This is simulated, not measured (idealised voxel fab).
The following process module bears the name voxel ribs on slabs.
It is cross-section cut that appears here, measuring 160 nm in width, its square cells being 5 nm in size.
Cross-section, as written here: a square-cell grid given band by band from the top down, where a band holds one or more rows of cells. The entry gives the band's vertical extent as a top height and a bottom height in nm, then its horizontal make-up as materials from left to right, each with a width in nm. "air" stands for empty space; a single material marked "edge to edge" fills the band edge to edge. Heights from 0 (as-received wafer is one material below). Bottom band endless downward, as "0 down". Graded width ("30 to 40"): value in top row of band = first number; value in bottom row = second number; row-to-row change constant. It should be understood that the words "all unchanged", when stated for a given step, signify that the cross-section underwent no change in any of its cells during that step. The label "Voids lacking openings" introduces a list of the empty spaces, 8 cells or larger, that have no open way up to the top; each entry in it reads width x height at distance, where the distance is taken from the left edge and all three are stated in nm. On each step's line, the part that comes after the settings is the simulator's own comment on the step. overlay nm: mask offset rightward from planned place, masked step; negative means leftward offset.

Plan
| 1 | RECEIVE, material Si |
| 2 | DIRECTIONAL_DEP, material SiO2, thk nm 20 |
| 3 | DIRECTIONAL_DEP, material polySi, thk nm 20 |
| 4 | PATTERN, tone cover, mask id RIB, material resist, width nm 30, thk nm 15, overlay nm 0 |
| 5 | DIRECTIONAL_ETCH, etch materials polySi, depth nm 5 |
| 6 | STRIP, etch materials resist |
| 7 | PATTERN, tone cover, mask id SLAB, material resist, width nm 60, thk nm 20, overlay nm 0 |
| 8 | DIRECTIONAL_ETCH, etch materials polySi, depth nm 15 |
| 9 | STRIP, etch materials resist |
| 10 | FILL_DEP, material SiO2, thk nm 20 |
| 11 | CMP, height nm 50 |
| 12 | DIRECTIONAL_DEP, material TiN, thk nm 10 |
| 13 | PATTERN, tone cover, mask id HEATER, material resist, width nm 40, thk nm 15, overlay nm 0 |
| 14 | DIRECTIONAL_ETCH, etch materials TiN, depth nm 10 |
| 15 | STRIP, etch materials resist |
| 16 | CONFORMAL_DEP, material SiO2, thk nm 5 |

Wafer as received: cross-section following step 1
	0 down  Si edge to edge
	Voids lacking openings: none

Module complete, cross-section. Starting point and plan per above. One mistake made in running the module
	65 to 60  55 of air | 50 of SiO2 | 55 of air
	60 to 55  55 of air | 5 of SiO2 | 40 of TiN | 5 of SiO2 | 55 of air
	55 to 50  60 of SiO2 | 40 of TiN | 60 of SiO2
	50 to 40  SiO2 edge to edge
	40 to 35  65 of SiO2 | 30 of polySi | 65 of SiO2
	35 to 20  45 of SiO2 | 70 of polySi | 45 of SiO2
	20 to 0  SiO2 edge to edge
	0 down  Si edge to edge
	Voids lacking openings: none
What was done differently from what was planned? for step 7, the planned setting was not used; the step was instead run as PATTERN, tone cover, mask id SLAB, material resist, width nm 70, thk nm 20, overlay nm 0
